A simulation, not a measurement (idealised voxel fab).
process module | voxel transistor to metal
cross-section cut | 150 nm wide | cells 5 nm
A cross-section is a grid of square cells, given in bands from the top down. A band is one or more rows of cells.
Each band's line starts with the height of the band's top and of its bottom, in nm. Then come its materials from left to right, each with its width in nm. One material with "throughout" fills the band from edge to edge. "air" is empty space.
Height 0 is the level under which the wafer as received is all one material. The lowest band goes on downwards, as in "0 down".
A width such as "30 to 40" changes by the same amount from each row of cells to the next, from the band's top row to its bottom row.
"no change" after a step means that no cell of the cross-section changed.
closed voids: empty space of 8 cells or more with no open way to the top, each as width x height at its distance from the left edge, in nm
after a step's settings: what the simulator itself notes on the step
overlay nm, on a step with a mask: how far to the right of its planned place the mask lay; to the left if negative
Each pair below shows a cross-section before one step and the cross-section after it, down to the lowest band that changed. The line under each pair gives the step between them, with its settings. The pairs can come from different runs of this module on the same starting wafer, so a pair continues from the pair above only where its "before" says so.
before
  45 to 30: air 45 | SiN 10 | SiCN 35 | SiN 10 | air 50
  30 to 5: air 45 | SiN 10 | polySi 35 | SiN 10 | air 50
  5 to 0: air 10 | SiN 10 | air 25 | SiN 10 | polySi 35 | SiN 10 | air 25 | SiN 10 | air 15
  0 to -5: SiO2 10 | SiN 5 | SiO2 5 | air 25 | SiO2 55 | air 25 | SiO2 5 | SiN 5 | SiO2 15
  -5 to -10: SiO2 20 | air 25 | Si 55 | air 25 | SiO2 25
  -10 to -20: SiO2 15 | Si 5 | air 25 | Si 55 | air 25 | Si 5 | SiO2 20
  -20 to -35: SiO2 15 | Si 115 | SiO2 20
  -35 down: Si throughout
  closed voids: none
after
  45 to 30: air 45 | SiN 10 | SiCN 35 | SiN 10 | air 50
  30 to 10: air 45 | SiN 10 | polySi 35 | SiN 10 | air 50
  10 to 5: air 30 | pSi 15 | SiN 10 | polySi 35 | SiN 10 | pSi 15 | air 35
  5 to 0: air 10 | SiN 10 | pSi 25 | SiN 10 | polySi 35 | SiN 10 | pSi 25 | SiN 10 | air 15
  0 to -5: SiO2 10 | SiN 5 | SiO2 5 | pSi 25 | SiO2 55 | pSi 25 | SiO2 5 | SiN 5 | SiO2 15
  -5 to -10: SiO2 20 | pSi 25 | Si 55 | pSi 25 | SiO2 25
  -10 to -20: SiO2 15 | Si 5 | pSi 25 | Si 55 | pSi 25 | Si 5 | SiO2 20
  below -20: unchanged
  closed voids: none
the step between: op EPI | material pSi | thk nm 15
before: the cross-section after the pair above
after
  50 to 45: SiO2 throughout
  45 to 30: SiO2 45 | SiN 10 | SiCN 35 | SiN 10 | SiO2 50
  30 to 10: SiO2 45 | SiN 10 | polySi 35 | SiN 10 | SiO2 50
  10 to 5: SiO2 30 | pSi 15 | SiN 10 | polySi 35 | SiN 10 | pSi 15 | SiO2 35
  5 to 0: SiO2 10 | SiN 10 | pSi 25 | SiN 10 | polySi 35 | SiN 10 | pSi 25 | SiN 10 | SiO2 15
  below 0: unchanged
  closed voids: none
the step between: op FILL_DEP | material SiO2 | thk nm 5
before: the cross-section after the pair above
after
  30 to 10: SiO2 45 | SiN 10 | polySi 35 | SiN 10 | SiO2 50
  below 10: unchanged
  closed voids: none
the step between: op CMP | height nm 30
before: the cross-section after the pair above
after
  30 to 10: SiO2 45 | SiN 10 | air 35 | SiN 10 | SiO2 50
  10 to 5: SiO2 30 | pSi 15 | SiN 10 | air 35 | SiN 10 | pSi 15 | SiO2 35
  5 to 0: SiO2 10 | SiN 10 | pSi 25 | SiN 10 | air 35 | SiN 10 | pSi 25 | SiN 10 | SiO2 15
  below 0: unchanged
  closed voids: none
the step between: op STRIP | etch materials polySi
before: the cross-section after the pair above
after
  30 to 25: air 45 | SiN 10 | air 35 | SiN 10 | air 50
  25 to 10: SiO2 45 | SiN 10 | air 35 | SiN 10 | SiO2 50
  10 to 5: SiO2 30 | pSi 15 | SiN 10 | air 35 | SiN 10 | pSi 15 | SiO2 35
  5 to 0: SiO2 10 | SiN 10 | pSi 25 | SiN 10 | air 35 | SiN 10 | pSi 25 | SiN 10 | SiO2 15
  0 to -5: SiO2 10 | SiN 5 | SiO2 5 | pSi 25 | SiO2 5 | air 45 | SiO2 5 | pSi 25 | SiO2 5 | SiN 5 | SiO2 15
  below -5: unchanged
  closed voids: none
the step between: op SELECTIVE_ETCH | etch materials SiO2 | depth nm 5
before: the cross-section after the pair above
after
  35 to 30: air 40 | HfO2 20 | air 25 | HfO2 20 | air 45
  30 to 25: HfO2 45 | SiN 10 | HfO2 5 | air 25 | HfO2 5 | SiN 10 | HfO2 50
  25 to 10: SiO2 45 | SiN 10 | HfO2 5 | air 25 | HfO2 5 | SiN 10 | SiO2 50
  10 to 5: SiO2 30 | pSi 15 | SiN 10 | HfO2 5 | air 25 | HfO2 5 | SiN 10 | pSi 15 | SiO2 35
  5 to 0: SiO2 10 | SiN 10 | pSi 25 | SiN 10 | HfO2 5 | air 25 | HfO2 5 | SiN 10 | pSi 25 | SiN 10 | SiO2 15
  0 to -5: SiO2 10 | SiN 5 | SiO2 5 | pSi 25 | SiO2 5 | HfO2 45 | SiO2 5 | pSi 25 | SiO2 5 | SiN 5 | SiO2 15
  below -5: unchanged
  closed voids: none
the step between: op CONFORMAL_DEP | material HfO2 | thk nm 5
before: the cross-section after the pair above
after
  40 to 35: air 35 | TiN 30 | air 15 | TiN 30 | air 40
  35 to 30: TiN 40 | HfO2 20 | TiN 5 | air 15 | TiN 5 | HfO2 20 | TiN 45
  30 to 25: HfO2 45 | SiN 10 | HfO2 5 | TiN 5 | air 15 | TiN 5 | HfO2 5 | SiN 10 | HfO2 50
  25 to 10: SiO2 45 | SiN 10 | HfO2 5 | TiN 5 | air 15 | TiN 5 | HfO2 5 | SiN 10 | SiO2 50
  10 to 5: SiO2 30 | pSi 15 | SiN 10 | HfO2 5 | TiN 5 | air 15 | TiN 5 | HfO2 5 | SiN 10 | pSi 15 | SiO2 35
  5 to 0: SiO2 10 | SiN 10 | pSi 25 | SiN 10 | HfO2 5 | TiN 25 | HfO2 5 | SiN 10 | pSi 25 | SiN 10 | SiO2 15
  below 0: unchanged
  closed voids: none
the step between: op CONFORMAL_DEP | material TiN | thk nm 5
before: the cross-section after the pair above
after
  45 to 40: W throughout
  40 to 35: W 35 | TiN 30 | W 15 | TiN 30 | W 40
  35 to 30: TiN 40 | HfO2 20 | TiN 5 | W 15 | TiN 5 | HfO2 20 | TiN 45
  30 to 25: HfO2 45 | SiN 10 | HfO2 5 | TiN 5 | W 15 | TiN 5 | HfO2 5 | SiN 10 | HfO2 50
  25 to 10: SiO2 45 | SiN 10 | HfO2 5 | TiN 5 | W 15 | TiN 5 | HfO2 5 | SiN 10 | SiO2 50
  10 to 5: SiO2 30 | pSi 15 | SiN 10 | HfO2 5 | TiN 5 | W 15 | TiN 5 | HfO2 5 | SiN 10 | pSi 15 | SiO2 35
  below 5: unchanged
  closed voids: none
the step between: op FILL_DEP | material W | thk nm 5
before: the cross-section after the pair above
after
  25 to 10: SiO2 45 | SiN 10 | HfO2 5 | TiN 5 | W 15 | TiN 5 | HfO2 5 | SiN 10 | SiO2 50
  below 10: unchanged
  closed voids: none
the step between: op CMP | height nm 25
before: the cross-section after the pair above
after
  35 to 25: SiO2 throughout
  below 25: unchanged
  closed voids: none
the step between: op DIRECTIONAL_DEP | material SiO2 | thk nm 10
before: the cross-section after the pair above
after
  50 to 35: aC throughout
  below 35: unchanged
  closed voids: none
the step between: op DIRECTIONAL_DEP | material aC | thk nm 15
before: the cross-section after the pair above
after
  85 to 50: resist 20 | air 15 | resist 75 | air 15 | resist 25
  below 50: unchanged
  closed voids: none
the step between: op PATTERN | tone open | mask id CONTACT | material resist | width nm 15 | pitch nm 90 | thk nm 35 | overlay nm 0
before: the cross-section after the pair above
after
  70 to 50: resist 20 | air 15 | resist 75 | air 15 | resist 25
  50 to 35: aC 20 | air 15 | aC 75 | air 15 | aC 25
  below 35: unchanged
  closed voids: none
the step between: op DIRECTIONAL_ETCH | etch materials aC | depth nm 15
before: the cross-section after the pair above
after
  50 to 35: aC 20 | air 15 | aC 75 | air 15 | aC 25
  below 35: unchanged
  closed voids: none
the step between: op STRIP | etch materials resist
before: the cross-section after the pair above
after
  50 to 35: aC 20 | air 15 | aC 75 | air 15 | aC 25
  35 to 25: SiO2 20 | air 15 | SiO2 75 | air 15 | SiO2 25
  25 to 10: SiO2 20 | air 15 | SiO2 10 | SiN 10 | HfO2 5 | TiN 5 | W 15 | TiN 5 | HfO2 5 | SiN 10 | SiO2 10 | air 15 | SiO2 25
  below 10: unchanged
  closed voids: none
the step between: op DIRECTIONAL_ETCH | etch materials SiO2 | depth nm 25
before: the cross-section after the pair above
after
  35 to 25: SiO2 20 | air 15 | SiO2 75 | air 15 | SiO2 25
  below 25: unchanged
  closed voids: none
the step between: op STRIP | etch materials aC
before: the cross-section after the pair above
after
  40 to 35: TiN 25 | air 5 | TiN 85 | air 5 | TiN 30
  35 to 25: SiO2 20 | TiN 5 | air 5 | TiN 5 | SiO2 75 | TiN 5 | air 5 | TiN 5 | SiO2 25
  25 to 15: SiO2 20 | TiN 5 | air 5 | TiN 5 | SiO2 10 | SiN 10 | HfO2 5 | TiN 5 | W 15 | TiN 5 | HfO2 5 | SiN 10 | SiO2 10 | TiN 5 | air 5 | TiN 5 | SiO2 25
  15 to 10: SiO2 20 | TiN 15 | SiO2 10 | SiN 10 | HfO2 5 | TiN 5 | W 15 | TiN 5 | HfO2 5 | SiN 10 | SiO2 10 | TiN 15 | SiO2 25
  below 10: unchanged
  closed voids: none
the step between: op CONFORMAL_DEP | material TiN | thk nm 5
before: the cross-section after the pair above
after
  50 to 40: Ru throughout
  40 to 35: TiN 25 | Ru 5 | TiN 85 | Ru 5 | TiN 30
  35 to 25: SiO2 20 | TiN 5 | Ru 5 | TiN 5 | SiO2 75 | TiN 5 | Ru 5 | TiN 5 | SiO2 25
  25 to 15: SiO2 20 | TiN 5 | Ru 5 | TiN 5 | SiO2 10 | SiN 10 | HfO2 5 | TiN 5 | W 15 | TiN 5 | HfO2 5 | SiN 10 | SiO2 10 | TiN 5 | Ru 5 | TiN 5 | SiO2 25
  below 15: unchanged
  closed voids: none
the step between: op FILL_DEP | material Ru | thk nm 10
before: the cross-section after the pair above
after
  35 to 25: SiO2 20 | TiN 5 | Ru 5 | TiN 5 | SiO2 75 | TiN 5 | Ru 5 | TiN 5 | SiO2 25
  below 25: unchanged
  closed voids: none
the step between: op CMP | height nm 35
before: the cross-section after the pair above
after
  40 to 35: TiN throughout
  below 35: unchanged
  closed voids: none
the step between: op DIRECTIONAL_DEP | material TiN | thk nm 5
before: the cross-section after the pair above
after
  60 to 40: W throughout
  below 40: unchanged
  closed voids: none
the step between: op DIRECTIONAL_DEP | material W | thk nm 20
before: the cross-section after the pair above
after
  80 to 60: air 20 | resist 15 | air 75 | resist 15 | air 25
  below 60: unchanged
  closed voids: none
the step between: op PATTERN | tone cover | mask id METAL_1 | material resist | width nm 15 | pitch nm 90 | thk nm 20 | overlay nm 0
before: the cross-section after the pair above
after
  80 to 60: air 20 | resist 15 | air 75 | resist 15 | air 25
  60 to 40: air 20 | W 15 | air 75 | W 15 | air 25
  below 40: unchanged
  closed voids: none
the step between: op DIRECTIONAL_ETCH | etch materials W | depth nm 20
before: the cross-section after the pair above
after
  80 to 60: air 20 | resist 15 | air 75 | resist 15 | air 25
  60 to 40: air 20 | W 15 | air 75 | W 15 | air 25
  40 to 35: air 20 | TiN 15 | air 75 | TiN 15 | air 25
  below 35: unchanged
  closed voids: none
the step between: op DIRECTIONAL_ETCH | etch materials TiN | depth nm 5
before: the cross-section after the pair above
after
  60 to 40: air 20 | W 15 | air 75 | W 15 | air 25
  below 40: unchanged
  closed voids: none
the step between: op STRIP | etch materials resist
before: the cross-section after the pair above
after
  65 to 60: air 15 | SiN 25 | air 65 | SiN 25 | air 20
  60 to 40: air 15 | SiN 5 | W 15 | SiN 5 | air 65 | SiN 5 | W 15 | SiN 5 | air 20
  40 to 35: SiN 20 | TiN 15 | SiN 75 | TiN 15 | SiN 25
  below 35: unchanged
  closed voids: none
the step between: op CONFORMAL_DEP | material SiN | thk nm 5
before: the cross-section after the pair above
after
  75 to 65: lowk throughout
  65 to 60: lowk 15 | SiN 25 | lowk 65 | SiN 25 | lowk 20
  60 to 40: lowk 15 | SiN 5 | W 15 | SiN 5 | lowk 65 | SiN 5 | W 15 | SiN 5 | lowk 20
  below 40: unchanged
  closed voids: none
the step between: op FILL_DEP | material lowk | thk nm 10
before: the cross-section after the pair above
after
  60 to 40: lowk 15 | SiN 5 | W 15 | SiN 5 | lowk 65 | SiN 5 | W 15 | SiN 5 | lowk 20
  below 40: unchanged
  closed voids: none
the step between: op CMP | height nm 60
before: the cross-section after the pair above
after
  65 to 60: SiCN throughout
  below 60: unchanged
  closed voids: none
the step between: op CONFORMAL_DEP | material SiCN | thk nm 5
before: the cross-section after the pair above
after
  90 to 65: lowk throughout
  below 65: unchanged
  closed voids: none
the step between: op DIRECTIONAL_DEP | material lowk | thk nm 25
before: the cross-section after the pair above
after
  90 to 75: lowk 20 | air 15 | lowk 75 | air 15 | lowk 25
  below 75: unchanged
  closed voids: none
the step between: op MASKED_ETCH | tone open | mask id METAL_2 | width nm 15 | pitch nm 90 | etch materials lowk | depth nm 15 | overlay nm 0
before: the cross-section after the pair above
after
  90 to 65: lowk 20 | air 15 | lowk 75 | air 15 | lowk 25
  below 65: unchanged
  closed voids: none
the step between: op MASKED_ETCH | tone open | mask id METAL_2_HOLES | width nm 15 | pitch nm 90 | etch materials lowk | depth nm 10 | overlay nm 0
before: the cross-section after the pair above
after
  90 to 65: lowk 20 | air 15 | lowk 75 | air 15 | lowk 25
  65 to 60: SiCN 20 | air 15 | SiCN 75 | air 15 | SiCN 25
  below 60: unchanged
  closed voids: none
the step between: op MASKED_ETCH | tone open | mask id METAL_2_HOLES | width nm 15 | pitch nm 90 | etch materials SiCN | depth nm 5 | overlay nm 0
before: the cross-section after the pair above
after
  95 to 90: TiN 25 | air 5 | TiN 85 | air 5 | TiN 30
  90 to 65: lowk 20 | TiN 5 | air 5 | TiN 5 | lowk 75 | TiN 5 | air 5 | TiN 5 | lowk 25
  65 to 60: SiCN 20 | TiN 15 | SiCN 75 | TiN 15 | SiCN 25
  below 60: unchanged
  closed voids: none
the step between: op CONFORMAL_DEP | material TiN | thk nm 5
before: the cross-section after the pair above
after
  100 to 95: Ru throughout
  95 to 90: TiN 25 | Ru 5 | TiN 85 | Ru 5 | TiN 30
  90 to 65: lowk 20 | TiN 5 | Ru 5 | TiN 5 | lowk 75 | TiN 5 | Ru 5 | TiN 5 | lowk 25
  below 65: unchanged
  closed voids: none
the step between: op FILL_DEP | material Ru | thk nm 5
before: the cross-section after the pair above
after
  90 to 65: lowk 20 | TiN 5 | Ru 5 | TiN 5 | lowk 75 | TiN 5 | Ru 5 | TiN 5 | lowk 25
  below 65: unchanged
  closed voids: none
the step between: op CMP | height nm 90
before: the cross-section after the pair above
after
  95 to 90: SiCN throughout
  below 90: unchanged
  closed voids: none
the step between: op CONFORMAL_DEP | material SiCN | thk nm 5
before
  45 to 30: air 45 | SiN 10 | SiCN 35 | SiN 10 | air 50
  30 to 5: air 45 | SiN 10 | polySi 35 | SiN 10 | air 50
  5 to 0: air 10 | SiN 10 | air 25 | SiN 10 | polySi 35 | SiN 10 | air 25 | SiN 10 | air 15
  0 to -5: SiO2 20 | air 25 | SiO2 55 | air 25 | SiO2 25
  -5 to -20: SiO2 15 | Si 5 | air 25 | Si 55 | air 25 | Si 5 | SiO2 20
  -20 to -35: SiO2 15 | Si 115 | SiO2 20
  -35 down: Si throughout
  closed voids: none
after
  45 to 30: air 45 | SiN 10 | SiCN 35 | SiN 10 | air 50
  30 to 5: air 45 | SiN 10 | polySi 35 | SiN 10 | air 50
  5 to 0: air 10 | SiN 10 | air 25 | SiN 10 | polySi 35 | SiN 10 | air 25 | SiN 10 | air 15
  0 to -5: SiO2 20 | air 25 | SiO2 55 | air 25 | SiO2 25
  -5 to -35: SiO2 15 | Si 5 | air 25 | Si 55 | air 25 | Si 5 | SiO2 20
  below -35: unchanged
  closed voids: none
the step between: op DIRECTIONAL_ETCH | etch materials Si | depth nm 15
before: the cross-section after the pair above
after
  45 to 30: air 45 | SiN 10 | SiCN 35 | SiN 10 | air 50
  30 to 10: air 45 | SiN 10 | polySi 35 | SiN 10 | air 50
  10 to 5: air 15 | pSi 30 | SiN 10 | polySi 35 | SiN 10 | pSi 30 | air 20
  5 to 0: air 10 | SiN 10 | pSi 25 | SiN 10 | polySi 35 | SiN 10 | pSi 25 | SiN 10 | air 15
  0 to -5: SiO2 20 | pSi 25 | SiO2 55 | pSi 25 | SiO2 25
  -5 to -35: SiO2 15 | Si 5 | pSi 25 | Si 55 | pSi 25 | Si 5 | SiO2 20
  below -35: unchanged
  closed voids: none
the step between: op EPI | material pSi | thk nm 15
before: the cross-section after the pair above
after
  50 to 45: SiO2 throughout
  45 to 30: SiO2 45 | SiN 10 | SiCN 35 | SiN 10 | SiO2 50
  30 to 10: SiO2 45 | SiN 10 | polySi 35 | SiN 10 | SiO2 50
  10 to 5: SiO2 15 | pSi 30 | SiN 10 | polySi 35 | SiN 10 | pSi 30 | SiO2 20
  5 to 0: SiO2 10 | SiN 10 | pSi 25 | SiN 10 | polySi 35 | SiN 10 | pSi 25 | SiN 10 | SiO2 15
  below 0: unchanged
  closed voids: none
the step between: op FILL_DEP | material SiO2 | thk nm 5
before: the cross-section after the pair above
after
  30 to 10: SiO2 45 | SiN 10 | polySi 35 | SiN 10 | SiO2 50
  below 10: unchanged
  closed voids: none
the step between: op CMP | height nm 30
before: the cross-section after the pair above
after
  30 to 10: SiO2 45 | SiN 10 | air 35 | SiN 10 | SiO2 50
  10 to 5: SiO2 15 | pSi 30 | SiN 10 | air 35 | SiN 10 | pSi 30 | SiO2 20
  5 to 0: SiO2 10 | SiN 10 | pSi 25 | SiN 10 | air 35 | SiN 10 | pSi 25 | SiN 10 | SiO2 15
  below 0: unchanged
  closed voids: none
the step between: op STRIP | etch materials polySi
before: the cross-section after the pair above
after
  30 to 25: air 45 | SiN 10 | air 35 | SiN 10 | air 50
  25 to 10: SiO2 45 | SiN 10 | air 35 | SiN 10 | SiO2 50
  10 to 5: SiO2 15 | pSi 30 | SiN 10 | air 35 | SiN 10 | pSi 30 | SiO2 20
  5 to 0: SiO2 10 | SiN 10 | pSi 25 | SiN 10 | air 35 | SiN 10 | pSi 25 | SiN 10 | SiO2 15
  0 to -5: SiO2 20 | pSi 25 | SiO2 5 | air 45 | SiO2 5 | pSi 25 | SiO2 25
  below -5: unchanged
  closed voids: none
the step between: op SELECTIVE_ETCH | etch materials SiO2 | depth nm 5
before: the cross-section after the pair above
after
  35 to 30: air 40 | HfO2 20 | air 25 | HfO2 20 | air 45
  30 to 25: HfO2 45 | SiN 10 | HfO2 5 | air 25 | HfO2 5 | SiN 10 | HfO2 50
  25 to 10: SiO2 45 | SiN 10 | HfO2 5 | air 25 | HfO2 5 | SiN 10 | SiO2 50
  10 to 5: SiO2 15 | pSi 30 | SiN 10 | HfO2 5 | air 25 | HfO2 5 | SiN 10 | pSi 30 | SiO2 20
  5 to 0: SiO2 10 | SiN 10 | pSi 25 | SiN 10 | HfO2 5 | air 25 | HfO2 5 | SiN 10 | pSi 25 | SiN 10 | SiO2 15
  0 to -5: SiO2 20 | pSi 25 | SiO2 5 | HfO2 45 | SiO2 5 | pSi 25 | SiO2 25
  below -5: unchanged
  closed voids: none
the step between: op CONFORMAL_DEP | material HfO2 | thk nm 5
before: the cross-section after the pair above
after
  40 to 35: air 35 | TiN 30 | air 15 | TiN 30 | air 40
  35 to 30: TiN 40 | HfO2 20 | TiN 5 | air 15 | TiN 5 | HfO2 20 | TiN 45
  30 to 25: HfO2 45 | SiN 10 | HfO2 5 | TiN 5 | air 15 | TiN 5 | HfO2 5 | SiN 10 | HfO2 50
  25 to 10: SiO2 45 | SiN 10 | HfO2 5 | TiN 5 | air 15 | TiN 5 | HfO2 5 | SiN 10 | SiO2 50
  10 to 5: SiO2 15 | pSi 30 | SiN 10 | HfO2 5 | TiN 5 | air 15 | TiN 5 | HfO2 5 | SiN 10 | pSi 30 | SiO2 20
  5 to 0: SiO2 10 | SiN 10 | pSi 25 | SiN 10 | HfO2 5 | TiN 25 | HfO2 5 | SiN 10 | pSi 25 | SiN 10 | SiO2 15
  below 0: unchanged
  closed voids: none
the step between: op CONFORMAL_DEP | material TiN | thk nm 5
before: the cross-section after the pair above
after
  45 to 40: W throughout
  40 to 35: W 35 | TiN 30 | W 15 | TiN 30 | W 40
  35 to 30: TiN 40 | HfO2 20 | TiN 5 | W 15 | TiN 5 | HfO2 20 | TiN 45
  30 to 25: HfO2 45 | SiN 10 | HfO2 5 | TiN 5 | W 15 | TiN 5 | HfO2 5 | SiN 10 | HfO2 50
  25 to 10: SiO2 45 | SiN 10 | HfO2 5 | TiN 5 | W 15 | TiN 5 | HfO2 5 | SiN 10 | SiO2 50
  10 to 5: SiO2 15 | pSi 30 | SiN 10 | HfO2 5 | TiN 5 | W 15 | TiN 5 | HfO2 5 | SiN 10 | pSi 30 | SiO2 20
  below 5: unchanged
  closed voids: none
the step between: op FILL_DEP | material W | thk nm 5
before: the cross-section after the pair above
after
  25 to 10: SiO2 45 | SiN 10 | HfO2 5 | TiN 5 | W 15 | TiN 5 | HfO2 5 | SiN 10 | SiO2 50
  below 10: unchanged
  closed voids: none
the step between: op CMP | height nm 25
before: the cross-section after the pair above
after
  35 to 25: SiO2 throughout
  below 25: unchanged
  closed voids: none
the step between: op DIRECTIONAL_DEP | material SiO2 | thk nm 10
before: the cross-section after the pair above
after
  50 to 35: aC throughout
  below 35: unchanged
  closed voids: none
the step between: op DIRECTIONAL_DEP | material aC | thk nm 15
before: the cross-section after the pair above
after
  85 to 50: resist 20 | air 15 | resist 75 | air 15 | resist 25
  below 50: unchanged
  closed voids: none
the step between: op PATTERN | tone open | mask id CONTACT | material resist | width nm 15 | pitch nm 90 | thk nm 35 | overlay nm 0
before: the cross-section after the pair above
after
  70 to 50: resist 20 | air 15 | resist 75 | air 15 | resist 25
  50 to 35: aC 20 | air 15 | aC 75 | air 15 | aC 25
  below 35: unchanged
  closed voids: none
the step between: op DIRECTIONAL_ETCH | etch materials aC | depth nm 15
before: the cross-section after the pair above
after
  50 to 35: aC 20 | air 15 | aC 75 | air 15 | aC 25
  below 35: unchanged
  closed voids: none
the step between: op STRIP | etch materials resist
before: the cross-section after the pair above
after
  50 to 35: aC 20 | air 15 | aC 75 | air 15 | aC 25
  35 to 25: SiO2 20 | air 15 | SiO2 75 | air 15 | SiO2 25
  25 to 10: SiO2 20 | air 15 | SiO2 10 | SiN 10 | HfO2 5 | TiN 5 | W 15 | TiN 5 | HfO2 5 | SiN 10 | SiO2 10 | air 15 | SiO2 25
  below 10: unchanged
  closed voids: none
the step between: op DIRECTIONAL_ETCH | etch materials SiO2 | depth nm 25
before: the cross-section after the pair above
after
  35 to 25: SiO2 20 | air 15 | SiO2 75 | air 15 | SiO2 25
  below 25: unchanged
  closed voids: none
the step between: op STRIP | etch materials aC
before: the cross-section after the pair above
after
  40 to 35: TiN 25 | air 5 | TiN 85 | air 5 | TiN 30
  35 to 25: SiO2 20 | TiN 5 | air 5 | TiN 5 | SiO2 75 | TiN 5 | air 5 | TiN 5 | SiO2 25
  25 to 15: SiO2 20 | TiN 5 | air 5 | TiN 5 | SiO2 10 | SiN 10 | HfO2 5 | TiN 5 | W 15 | TiN 5 | HfO2 5 | SiN 10 | SiO2 10 | TiN 5 | air 5 | TiN 5 | SiO2 25
  15 to 10: SiO2 20 | TiN 15 | SiO2 10 | SiN 10 | HfO2 5 | TiN 5 | W 15 | TiN 5 | HfO2 5 | SiN 10 | SiO2 10 | TiN 15 | SiO2 25
  below 10: unchanged
  closed voids: none
the step between: op CONFORMAL_DEP | material TiN | thk nm 5
before: the cross-section after the pair above
after
  50 to 40: Ru throughout
  40 to 35: TiN 25 | Ru 5 | TiN 85 | Ru 5 | TiN 30
  35 to 25: SiO2 20 | TiN 5 | Ru 5 | TiN 5 | SiO2 75 | TiN 5 | Ru 5 | TiN 5 | SiO2 25
  25 to 15: SiO2 20 | TiN 5 | Ru 5 | TiN 5 | SiO2 10 | SiN 10 | HfO2 5 | TiN 5 | W 15 | TiN 5 | HfO2 5 | SiN 10 | SiO2 10 | TiN 5 | Ru 5 | TiN 5 | SiO2 25
  below 15: unchanged
  closed voids: none
the step between: op FILL_DEP | material Ru | thk nm 10
before: the cross-section after the pair above
after
  35 to 25: SiO2 20 | TiN 5 | Ru 5 | TiN 5 | SiO2 75 | TiN 5 | Ru 5 | TiN 5 | SiO2 25
  below 25: unchanged
  closed voids: none
the step between: op CMP | height nm 35
before: the cross-section after the pair above
after
  40 to 35: TiN throughout
  below 35: unchanged
  closed voids: none
the step between: op DIRECTIONAL_DEP | material TiN | thk nm 5
before: the cross-section after the pair above
after
  60 to 40: W throughout
  below 40: unchanged
  closed voids: none
the step between: op DIRECTIONAL_DEP | material W | thk nm 20
before: the cross-section after the pair above
after
  80 to 60: air 20 | resist 15 | air 75 | resist 15 | air 25
  below 60: unchanged
  closed voids: none
the step between: op PATTERN | tone cover | mask id METAL_1 | material resist | width nm 15 | pitch nm 90 | thk nm 20 | overlay nm 0
before: the cross-section after the pair above
after
  80 to 60: air 20 | resist 15 | air 75 | resist 15 | air 25
  60 to 40: air 20 | W 15 | air 75 | W 15 | air 25
  below 40: unchanged
  closed voids: none
the step between: op DIRECTIONAL_ETCH | etch materials W | depth nm 20
before: the cross-section after the pair above
after
  80 to 60: air 20 | resist 15 | air 75 | resist 15 | air 25
  60 to 40: air 20 | W 15 | air 75 | W 15 | air 25
  40 to 35: air 20 | TiN 15 | air 75 | TiN 15 | air 25
  below 35: unchanged
  closed voids: none
the step between: op DIRECTIONAL_ETCH | etch materials TiN | depth nm 5
before: the cross-section after the pair above
after
  60 to 40: air 20 | W 15 | air 75 | W 15 | air 25
  below 40: unchanged
  closed voids: none
the step between: op STRIP | etch materials resist
before: the cross-section after the pair above
after
  65 to 60: air 15 | SiN 25 | air 65 | SiN 25 | air 20
  60 to 40: air 15 | SiN 5 | W 15 | SiN 5 | air 65 | SiN 5 | W 15 | SiN 5 | air 20
  40 to 35: SiN 20 | TiN 15 | SiN 75 | TiN 15 | SiN 25
  below 35: unchanged
  closed voids: none
the step between: op CONFORMAL_DEP | material SiN | thk nm 5
before: the cross-section after the pair above
after
  75 to 65: lowk throughout
  65 to 60: lowk 15 | SiN 25 | lowk 65 | SiN 25 | lowk 20
  60 to 40: lowk 15 | SiN 5 | W 15 | SiN 5 | lowk 65 | SiN 5 | W 15 | SiN 5 | lowk 20
  below 40: unchanged
  closed voids: none
the step between: op FILL_DEP | material lowk | thk nm 10
before: the cross-section after the pair above
after
  60 to 40: lowk 15 | SiN 5 | W 15 | SiN 5 | lowk 65 | SiN 5 | W 15 | SiN 5 | lowk 20
  below 40: unchanged
  closed voids: none
the step between: op CMP | height nm 60
before: the cross-section after the pair above
after
  65 to 60: SiCN throughout
  below 60: unchanged
  closed voids: none
the step between: op CONFORMAL_DEP | material SiCN | thk nm 5
before: the cross-section after the pair above
after
  90 to 65: lowk throughout
  below 65: unchanged
  closed voids: none
the step between: op DIRECTIONAL_DEP | material lowk | thk nm 25
before: the cross-section after the pair above
after
  90 to 75: lowk 20 | air 15 | lowk 75 | air 15 | lowk 25
  below 75: unchanged
  closed voids: none
the step between: op MASKED_ETCH | tone open | mask id METAL_2 | width nm 15 | pitch nm 90 | etch materials lowk | depth nm 15 | overlay nm 0
before: the cross-section after the pair above
after
  90 to 65: lowk 20 | air 15 | lowk 75 | air 15 | lowk 25
  below 65: unchanged
  closed voids: none
the step between: op MASKED_ETCH | tone open | mask id METAL_2_HOLES | width nm 15 | pitch nm 90 | etch materials lowk | depth nm 10 | overlay nm 0
before: the cross-section after the pair above
after
  90 to 65: lowk 20 | air 15 | lowk 75 | air 15 | lowk 25
  65 to 60: SiCN 20 | air 15 | SiCN 75 | air 15 | SiCN 25
  below 60: unchanged
  closed voids: none
the step between: op MASKED_ETCH | tone open | mask id METAL_2_HOLES | width nm 15 | pitch nm 90 | etch materials SiCN | depth nm 5 | overlay nm 0
before: the cross-section after the pair above
after
  95 to 90: TiN 25 | air 5 | TiN 85 | air 5 | TiN 30
  90 to 65: lowk 20 | TiN 5 | air 5 | TiN 5 | lowk 75 | TiN 5 | air 5 | TiN 5 | lowk 25
  65 to 60: SiCN 20 | TiN 15 | SiCN 75 | TiN 15 | SiCN 25
  below 60: unchanged
  closed voids: none
the step between: op CONFORMAL_DEP | material TiN | thk nm 5
before: the cross-section after the pair above
after
  100 to 95: Ru throughout
  95 to 90: TiN 25 | Ru 5 | TiN 85 | Ru 5 | TiN 30
  90 to 65: lowk 20 | TiN 5 | Ru 5 | TiN 5 | lowk 75 | TiN 5 | Ru 5 | TiN 5 | lowk 25
  below 65: unchanged
  closed voids: none
the step between: op FILL_DEP | material Ru | thk nm 5
before: the cross-section after the pair above
after
  90 to 65: lowk 20 | TiN 5 | Ru 5 | TiN 5 | lowk 75 | TiN 5 | Ru 5 | TiN 5 | lowk 25
  below 65: unchanged
  closed voids: none
the step between: op CMP | height nm 90
before: the cross-section after the pair above
after
  95 to 90: SiCN throughout
  below 90: unchanged
  closed voids: none
the step between: op CONFORMAL_DEP | material SiCN | thk nm 5
